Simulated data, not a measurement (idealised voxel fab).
The following process module bears the name voxel wiring stack.
Xsec cut, 210 nm wide, square cell size 5 nm.
Heads up, the way a cross-section reads in here is a grid of square cells, handed over as bands from the top down, with every band being one or more rows of cells.
Within each band entry, the heights of the top and of the bottom of the band appear first, in that order and in nm; the materials of the band then follow from left to right, each with its corresponding width in nm. The designation "edge to edge" on a single material indicates that it fills the band from edge to edge; the designation "blank" indicates empty space.
Height reference: 0 = level under which incoming wafer is all one material. Lowest band: no bottom, runs on downward, e.g. "0 down".
Width: "30 to 40" (first number = top row, second number = bottom row, same change from row to row of cells).
No cell of the cross-section changed in a step that is given as "no change".
Empty spaces counting at least 8 cells and having no open way to the top are listed in "Fully sealed voids". The notation width x height at distance is used for each, the distance being from the left edge and all three values in nm.
after a step's settings: what the simulator itself notes on the step
On any step carrying a mask, the "overlay nm" setting, if present on the step's line, tells how far right of its planned place the mask lay; negative values point to the left.

### Set out below are the planned steps of the process
| 1 | RECEIVE | material Si |
| 2 | CONFORMAL_DEP | material SiO2 | thk nm 15 |
| 3 | DIRECTIONAL_DEP | material TiN | thk nm 5 |
| 4 | DIRECTIONAL_DEP | material W | thk nm 20 |
| 5 | DIRECTIONAL_DEP | material aC | thk nm 10 |
| 6 | PATTERN | tone cover | mask id METAL_1 | material resist | width nm 20 | pitch nm 40 | thk nm 25 | overlay nm 0 |
| 7 | DIRECTIONAL_ETCH | etch materials aC | depth nm 10 |
| 8 | STRIP | etch materials resist |
| 9 | DIRECTIONAL_ETCH | etch materials W | depth nm 20 |
| 10 | DIRECTIONAL_ETCH | etch materials TiN | depth nm 5 |
| 11 | STRIP | etch materials aC |
| 12 | CONFORMAL_DEP | material SiN | thk nm 5 |
| 13 | FILL_DEP | material lowk | thk nm 10 |
| 14 | CMP | height nm 40 |
| 15 | CONFORMAL_DEP | material SiCN | thk nm 5 |
| 16 | DIRECTIONAL_DEP | material lowk | thk nm 25 |
| 17 | PATTERN | tone open | mask id METAL_2 | material resist | width nm 20 | pitch nm 40 | thk nm 15 | overlay nm 0 |
| 18 | DIRECTIONAL_ETCH | etch materials lowk | depth nm 15 |
| 19 | STRIP | etch materials resist |
| 20 | DIRECTIONAL_DEP | material aC | thk nm 15 |
| 21 | PATTERN | tone open | mask id METAL_2_HOLES | material resist | width nm 15 | pitch nm 80 | thk nm 30 | overlay nm 0 |
| 22 | DIRECTIONAL_ETCH | etch materials aC | depth nm 15 |
| 23 | STRIP | etch materials resist |
| 24 | DIRECTIONAL_ETCH | etch materials lowk | depth nm 10 |
| 25 | DIRECTIONAL_ETCH | etch materials SiCN | depth nm 5 |
| 26 | STRIP | etch materials aC |
| 27 | CONFORMAL_DEP | material TiN | thk nm 5 |
| 28 | FILL_DEP | material Cu | thk nm 10 |
| 29 | CMP | height nm 70 |
| 30 | CONFORMAL_DEP | material SiCN | thk nm 5 |
| 31 | DIRECTIONAL_DEP | material lowk | thk nm 10 |
| 32 | MASKED_ETCH | tone open | mask id PLUG_2 | width nm 15 | pitch nm 80 | etch materials lowk | depth nm 10 | overlay nm 0 |
| 33 | MASKED_ETCH | tone open | mask id PLUG_2 | width nm 15 | pitch nm 80 | etch materials SiCN | depth nm 5 | overlay nm 0 |
| 34 | CONFORMAL_DEP | material TiN | thk nm 5 |
| 35 | FILL_DEP | material Cu | thk nm 10 |
| 36 | CMP | height nm 85 |
| 37 | CONFORMAL_DEP | material SiN | thk nm 5 |
| 38 | DIRECTIONAL_DEP | material SiO2 | thk nm 20 |
| 39 | MASKED_ETCH | tone open | mask id METAL_3 | width nm 20 | pitch nm 40 | etch materials SiO2 | depth nm 20 | overlay nm 0 |
| 40 | MASKED_ETCH | tone open | mask id METAL_3 | width nm 20 | pitch nm 40 | etch materials SiN | depth nm 5 | overlay nm 0 |
| 41 | CONFORMAL_DEP | material TiN | thk nm 5 |
| 42 | FILL_DEP | material Cu | thk nm 10 |
| 43 | CMP | height nm 110 |
| 44 | CONFORMAL_DEP | material SiCN | thk nm 5 |
| 45 | DIRECTIONAL_DEP | material lowk | thk nm 35 |
| 46 | PATTERN | tone open | mask id METAL_4_HOLES | material resist | width nm 15 | pitch nm 40 | thk nm 20 | overlay nm 0 |
| 47 | DIRECTIONAL_ETCH | etch materials lowk | depth nm 35 |
| 48 | STRIP | etch materials resist |
| 49 | DIRECTIONAL_DEP | material aC | thk nm 10 |
| 50 | PATTERN | tone open | mask id METAL_4 | material resist | width nm 20 | pitch nm 40 | thk nm 25 | overlay nm 0 |
| 51 | DIRECTIONAL_ETCH | etch materials aC | depth nm 10 |
| 52 | STRIP | etch materials resist |
| 53 | DIRECTIONAL_ETCH | etch materials lowk | depth nm 20 |
| 54 | DIRECTIONAL_ETCH | etch materials SiCN | depth nm 5 |
| 55 | STRIP | etch materials aC |
| 56 | CONFORMAL_DEP | material TiN | thk nm 5 |
| 57 | FILL_DEP | material Ru | thk nm 10 |
| 58 | CMP | height nm 150 |
| 59 | CONFORMAL_DEP | material SiN | thk nm 5 |

### Wafer cross-section on receipt, i.e. after step 1
    0 down = Si edge to edge
    Fully sealed voids: none

### Cross-section: first of two wafers, module finished, run according to plan
    155 to 150 = SiN edge to edge
    150 to 135 = lowk=55  TiN=5  Ru=10  TiN=5  lowk=20  TiN=5  Ru=10  TiN=5  lowk=20  TiN=5  Ru=10  TiN=5  lowk=55
    135 to 130 = lowk=55  TiN=5  Ru=5  TiN=10  lowk=20  TiN=5  Ru=5  TiN=10  lowk=20  TiN=5  Ru=5  TiN=10  lowk=55
    130 to 115 = lowk=55  TiN=5  Ru=5  TiN=5  lowk=25  TiN=5  Ru=5  TiN=5  lowk=25  TiN=5  Ru=5  TiN=5  lowk=60
    115 to 110 = SiCN=55  TiN=15  SiCN=25  TiN=15  SiCN=25  TiN=15  SiCN=60
    110 to 90 = SiO2=55  TiN=5  Cu=10  TiN=5  SiO2=20  TiN=5  Cu=10  TiN=5  SiO2=20  TiN=5  Cu=10  TiN=5  SiO2=55
    90 to 85 = SiN=55  TiN=20  SiN=20  TiN=20  SiN=20  TiN=20  SiN=55
    85 to 75 = lowk=55  TiN=5  Cu=5  TiN=5  lowk=65  TiN=5  Cu=5  TiN=5  lowk=60
    75 to 70 = SiCN=55  TiN=15  SiCN=65  TiN=15  SiCN=60
    70 to 60 = lowk=55  TiN=5  Cu=10  TiN=5  lowk=20  TiN=5  Cu=10  TiN=5  lowk=20  TiN=5  Cu=10  TiN=5  lowk=55
    60 to 55 = lowk=55  TiN=5  Cu=5  TiN=10  lowk=20  TiN=20  lowk=20  TiN=5  Cu=5  TiN=10  lowk=55
    55 to 45 = lowk=55  TiN=5  Cu=5  TiN=5  lowk=65  TiN=5  Cu=5  TiN=5  lowk=60
    45 to 40 = SiCN=55  TiN=15  SiCN=65  TiN=15  SiCN=60
    40 to 20 = lowk=50  SiN=5  W=20  SiN=5  lowk=10  SiN=5  W=20  SiN=5  lowk=10  SiN=5  W=20  SiN=5  lowk=50
    20 to 15 = SiN=55  TiN=20  SiN=20  TiN=20  SiN=20  TiN=20  SiN=55
    15 to 0 = SiO2 edge to edge
    0 down = Si edge to edge
    Fully sealed voids: none

### Second of two wafers, module complete, sectioned: it shares the first wafer's start and plan but was run with one mistake
    155 to 150 = SiN edge to edge
    150 to 135 = lowk=55  TiN=5  Ru=10  TiN=5  lowk=20  TiN=5  Ru=10  TiN=5  lowk=20  TiN=5  Ru=10  TiN=5  lowk=55
    135 to 130 = lowk=55  TiN=5  Ru=5  TiN=10  lowk=20  TiN=5  Ru=5  TiN=10  lowk=20  TiN=5  Ru=5  TiN=10  lowk=55
    130 to 115 = lowk=55  TiN=5  Ru=5  TiN=5  lowk=25  TiN=5  Ru=5  TiN=5  lowk=25  TiN=5  Ru=5  TiN=5  lowk=60
    115 to 110 = SiCN=55  TiN=15  SiCN=25  TiN=15  SiCN=25  TiN=15  SiCN=60
    110 to 90 = SiO2=55  TiN=5  Cu=10  TiN=5  SiO2=20  TiN=5  Cu=10  TiN=5  SiO2=20  TiN=5  Cu=10  TiN=5  SiO2=55
    90 to 85 = SiN=55  TiN=20  SiN=20  TiN=20  SiN=20  TiN=20  SiN=55
    85 to 75 = lowk=55  TiN=5  Cu=5  TiN=5  lowk=65  TiN=5  Cu=5  TiN=5  lowk=60
    75 to 70 = SiCN=55  TiN=15  SiCN=65  TiN=15  SiCN=60
    70 to 60 = lowk=55  TiN=5  Cu=10  TiN=5  lowk=20  TiN=5  Cu=10  TiN=5  lowk=20  TiN=5  Cu=10  TiN=5  lowk=55
    60 to 55 = lowk=55  TiN=5  Cu=5  TiN=10  lowk=20  TiN=20  lowk=20  TiN=5  Cu=5  TiN=10  lowk=55
    55 to 45 = lowk=55  TiN=5  Cu=5  TiN=5  lowk=65  TiN=5  Cu=5  TiN=5  lowk=60
    45 to 40 = SiCN=55  TiN=15  SiCN=65  TiN=15  SiCN=60
    40 to 35 = lowk=50  SiN=5  W=20  SiN=5  lowk=10  SiN=5  W=20  SiN=5  lowk=10  SiN=5  W=20  SiN=5  lowk=50
    35 to 30 = SiN=55  TiN=20  SiN=20  TiN=20  SiN=20  TiN=20  SiN=55
    30 to 0 = SiO2 edge to edge
    0 down = Si edge to edge
    Fully sealed voids: none
The plan and the run diverged here: execution of plan step 2 occurred twice
FYI, end of process, the second wafer has more or fewer cells of some materials than the first: 18 fewer of SiN, 126 more of SiO2, 36 fewer of W, 72 fewer of lowk
